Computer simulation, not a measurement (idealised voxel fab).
Process module in this document: voxel ribs on slabs
cross-section cut | 140 nm wide | cells 5 nm
How to read a cross-section here: the picture is a grid of square cells, written as bands going from the top down, and any band can span one or more rows of cells.
In this notation a band is specified by the heights of its top and bottom, in that order and in nm, after which its materials appear from left to right, each paired with its width in nm. The word "throughout" attached to a single material means that material fills the band from edge to edge; the word "air" stands for empty space.
Where do heights start? At 0: under that level the wafer as delivered is made of one material only. And the lowest band has no floor; it just carries on downward, as in "0 and below".
Per-row width for "30->40": begins at first number (top row of band), ends at second number (bottom row), increment between rows held constant.
"no modification" after a step means that no cell of the cross-section changed.
For the entry "Closed void inventory", the listed items are empty spaces with no open way to the top whose size is 8 cells or more; each item follows the pattern width x height at distance, where distance is from the left edge and all three are in nm.
Where a step's line continues beyond its settings, the continuation is a remark by the simulator itself on that step.
Among the settings permitted on a step's line is "overlay nm"; applied to a step with a mask, it specifies the extent to which the mask lay to the right of its planned position, whereas a negative figure signifies a position to the left.

**Listed below are the process steps as planned**
- 1: RECEIVE: material Si
- 2: DIRECTIONAL_DEP: material SiO2, thk nm 20
- 3: DIRECTIONAL_DEP: material polySi, thk nm 20
- 4: PATTERN: tone cover, mask id RIB, material resist, width nm 30, thk nm 20, overlay nm 0
- 5: DIRECTIONAL_ETCH: etch materials polySi, depth nm 15
- 6: STRIP: etch materials resist
- 7: DIRECTIONAL_DEP: material aC, thk nm 15
- 8: PATTERN: tone cover, mask id SLAB, material resist, width nm 60, thk nm 35, overlay nm 0
- 9: DIRECTIONAL_ETCH: etch materials aC, depth nm 15
- 10: STRIP: etch materials resist
- 11: DIRECTIONAL_ETCH: etch materials polySi, depth nm 5
- 12: STRIP: etch materials aC
- 13: FILL_DEP: material SiO2, thk nm 15
- 14: CMP: height nm 50
- 15: DIRECTIONAL_DEP: material TiN, thk nm 5
- 16: MASKED_ETCH: tone cover, mask id HEATER, width nm 40, etch materials TiN, depth nm 5, overlay nm 0
- 17: CONFORMAL_DEP: material SiO2, thk nm 5

**First of two wafers: run as planned**

**Cross-section of the wafer as it came to us, i.e., already through step 1**
- 0 and below | Si throughout
- Closed void inventory: none

**So this is the wafer cross-section right after step 2**
- 20 down to 0 | SiO2 throughout
- Rest of section, below 0: as before.

**So this is the wafer cross-section right after step 3**
- 40 down to 20 | polySi throughout
- Rest of section, below 20: as before.

**So this is the wafer cross-section right after step 4**
- 60 down to 40 | air: 55  resist: 30  air: 55
- Rest of section, below 40: as before.

**So this is the wafer cross-section right after step 5**
- 60 down to 40 | air: 55  resist: 30  air: 55
- 40 down to 25 | air: 55  polySi: 30  air: 55
- Rest of section, below 25: as before.

**So this is the wafer cross-section right after step 6**
- 40 down to 25 | air: 55  polySi: 30  air: 55
- Rest of section, below 25: as before.

**So this is the wafer cross-section right after step 7**
- 55 down to 40 | air: 55  aC: 30  air: 55
- 40 down to 25 | aC: 55  polySi: 30  aC: 55
- Rest of section, below 25: as before.

**So this is the wafer cross-section right after step 8**
- 90 down to 55 | air: 40  resist: 60  air: 40
- 55 down to 40 | air: 40  resist: 15  aC: 30  resist: 15  air: 40
- Rest of section, below 40: as before.

**So this is the wafer cross-section right after step 9**
- 75 down to 55 | air: 40  resist: 60  air: 40
- 55 down to 40 | air: 40  resist: 15  aC: 30  resist: 15  air: 40
- 40 down to 25 | air: 40  aC: 15  polySi: 30  aC: 15  air: 40
- Rest of section, below 25: as before.

**So this is the wafer cross-section right after step 10**
- 55 down to 40 | air: 55  aC: 30  air: 55
- Rest of section, below 40: as before.

**So this is the wafer cross-section right after step 11**
- 55 down to 40 | air: 55  aC: 30  air: 55
- 40 down to 25 | air: 40  aC: 15  polySi: 30  aC: 15  air: 40
- 25 down to 20 | air: 40  polySi: 60  air: 40
- Rest of section, below 20: as before.

**So this is the wafer cross-section right after step 12**
- 40 down to 25 | air: 55  polySi: 30  air: 55
- Rest of section, below 25: as before.

**So this is the wafer cross-section right after step 13**
- 55 down to 40 | SiO2 throughout
- 40 down to 25 | SiO2: 55  polySi: 30  SiO2: 55
- 25 down to 20 | SiO2: 40  polySi: 60  SiO2: 40
- Rest of section, below 20: as before.

**So this is the wafer cross-section right after step 14**
- 50 down to 40 | SiO2 throughout
- Rest of section, below 40: as before.

**So this is the wafer cross-section right after step 15**
- 55 down to 50 | TiN throughout
- Rest of section, below 50: as before.

**So this is the wafer cross-section right after step 16**
- 55 down to 50 | air: 50  TiN: 40  air: 50
- Rest of section, below 50: as before.

**So this is the wafer cross-section right after step 17**
- 60 down to 55 | air: 45  SiO2: 50  air: 45
- 55 down to 50 | SiO2: 50  TiN: 40  SiO2: 50
- Rest of section, below 50: as before.

**Second wafer, same starting state and plan as the first, one mistake in the run, identical through step 16**

The second wafer cut through, at the time step 17 was supposed to be finished: no modification
Error vs. plan: plan step 17 was not performed, having been skipped
The second wafer ends with more or fewer cells of some materials than the first, per final count: -30 SiO2
